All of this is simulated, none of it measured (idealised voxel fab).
process module | voxel trench capacitor
cross-section cut | 255 nm wide | cells 5 nm
A cross-section is a grid of square cells, given in bands from the top down. A band is one or more rows of cells.
Each band's line starts with the height of the band's top and of its bottom, in nm. Then come its materials from left to right, each with its width in nm. One material with "throughout" fills the band from edge to edge. "air" is empty space.
Height 0 is the level under which the wafer as received is all one material. The lowest band goes on downwards, as in "0 down".
A width such as "30 to 40" changes by the same amount from each row of cells to the next, from the band's top row to its bottom row.
"no change" after a step means that no cell of the cross-section changed.
closed voids: empty space of 8 cells or more with no open way to the top, each as width x height at its distance from the left edge, in nm
after a step's settings: what the simulator itself notes on the step
overlay nm, on a step with a mask: how far to the right of its planned place the mask lay; to the left if negative
plan
1 op RECEIVE | material Si
2 op CONFORMAL_DEP | material SiN | thk nm 5
3 op DIRECTIONAL_DEP | material aC | thk nm 15
4 op PATTERN | tone open | mask id TRENCH | material resist | width nm 15 | pitch nm 45 | thk nm 30 | overlay nm 0
5 op DIRECTIONAL_ETCH | etch materials aC | depth nm 15
6 op STRIP | etch materials resist
7 op DIRECTIONAL_ETCH | etch materials SiN | depth nm 5
8 op DIRECTIONAL_ETCH | etch materials Si | depth nm 30
9 op STRIP | etch materials aC
10 op CONFORMAL_DEP | material Al2O3 | thk nm 5
11 op FILL_DEP | material polySi | thk nm 5
12 op CMP | height nm 5
varied across the wafers: width nm of step 4. The plan shows the first wafer's value. All wafers start alike
first wafer as received, after step 1
  0 down: Si throughout
  closed voids: none
first wafer at the end, after step 12
  5 to 0: SiN 100 | Al2O3 5 | polySi 5 | Al2O3 5 | SiN 30 | Al2O3 5 | polySi 5 | Al2O3 5 | SiN 95
  0 to -25: Si 100 | Al2O3 5 | polySi 5 | Al2O3 5 | Si 30 | Al2O3 5 | polySi 5 | Al2O3 5 | Si 95
  -25 to -30: Si 100 | Al2O3 15 | Si 30 | Al2O3 15 | Si 95
  -30 down: Si throughout
  closed voids: none
last wafer at the end
  5 to 0: SiN 90 | Al2O3 5 | polySi 20 | Al2O3 5 | SiN 15 | Al2O3 5 | polySi 20 | Al2O3 5 | SiN 90
  0 to -25: Si 90 | Al2O3 5 | polySi 20 | Al2O3 5 | Si 15 | Al2O3 5 | polySi 20 | Al2O3 5 | Si 90
  -25 to -30: Si 90 | Al2O3 30 | Si 15 | Al2O3 30 | Si 90
  -30 down: Si throughout
  closed voids: none
each wafer at the end: cells of each material gained (+) or lost (-) since it was received, then its closed voids
width nm 15 | +30 Al2O3 | -36 Si | +45 SiN | +12 polySi | closed voids: none
width nm 20 | +32 Al2O3 | -48 Si | +43 SiN | +24 polySi | closed voids: none
width nm 25 | +34 Al2O3 | -60 Si | +41 SiN | +36 polySi | closed voids: none
width nm 30 | +36 Al2O3 | -72 Si | +39 SiN | +48 polySi | closed voids: none
